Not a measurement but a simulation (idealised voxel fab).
You're looking at the process module voxel released beams.
Section cut is 265 nm wide and gridded with 5 nm square cells.
Format of a cross-section: grid, square cells. Given as bands. Order: top down. Band: one or more rows of cells. Top height, bottom height, nm. Materials left to right, width each, nm. Single material + "all across" = fills band edge to edge. "blank" = empty. For the purposes of this specification, 0 denotes the height below which the wafer in its as-received condition is composed wholly of one material, and the lowermost band, lacking a lower limit, extends downward without end, as expressed in "top 0, no bottom". A width such as "30 to 40" changes by the same amount from each row of cells to the next, from the band's top row to its bottom row. For the purposes of this document, the phrase "everything unchanged" attached to a step denotes that no cell within the cross-section was modified by that step. Enclosed voids (no open way to top), threshold 8 cells or more, entry "Sealed internal cavities", notation width x height at distance, distance from left edge, nm. Note: text after step settings on the step line = simulator remark on that step. overlay nm: mask right of planned place by this much (step with mask). Neg. = left.

**The planned process steps are enumerated hereunder**
step 1: RECEIVE, material Si
step 2: CONFORMAL_DEP, material SiN, thk nm 5
step 3: DIRECTIONAL_DEP, material SiO2, thk nm 20
step 4: DIRECTIONAL_DEP, material aC, thk nm 15
step 5: PATTERN, tone open, mask id ANCHOR, material resist, width nm 45, thk nm 35, overlay nm -15
step 6: DIRECTIONAL_ETCH, etch materials aC, depth nm 15
step 7: STRIP, etch materials resist
step 8: DIRECTIONAL_ETCH, etch materials SiO2, depth nm 20
step 9: STRIP, etch materials aC
step 10: CONFORMAL_DEP, material W, thk nm 15
step 11: DIRECTIONAL_DEP, material aC, thk nm 10
step 12: PATTERN, tone cover, mask id BEAM, material resist, width nm 95, thk nm 30, overlay nm 0
step 13: DIRECTIONAL_ETCH, etch materials aC, depth nm 10
step 14: STRIP, etch materials resist
step 15: DIRECTIONAL_ETCH, etch materials W, depth nm 15
step 16: STRIP, etch materials aC
step 17: STRIP, etch materials SiO2
For this document, wafers share an identical start and vary in the step 5 overlay nm; the plan quotes the first wafer's value.

**Sectional view: first of several wafers, as received, after step 1**
- top 0, no bottom  Si all across
- Sealed internal cavities: none

**Table: wafers, a row each; end-of-module cell change per material since receipt, gain (+), loss (-); then closed voids**
overlay nm -15, +53 SiN, +81 W, Sealed internal cavities: none
overlay nm -10, +53 SiN, +81 W, Sealed internal cavities: none
overlay nm -5, +53 SiN, +81 W, Sealed internal cavities: none
overlay nm 0, +53 SiN, +81 W, Sealed internal cavities: none
overlay nm 5, +53 SiN, +81 W, Sealed internal cavities: none
overlay nm 10, +53 SiN, +81 W, Sealed internal cavities: none
overlay nm 15, +53 SiN, +81 W, Sealed internal cavities: none
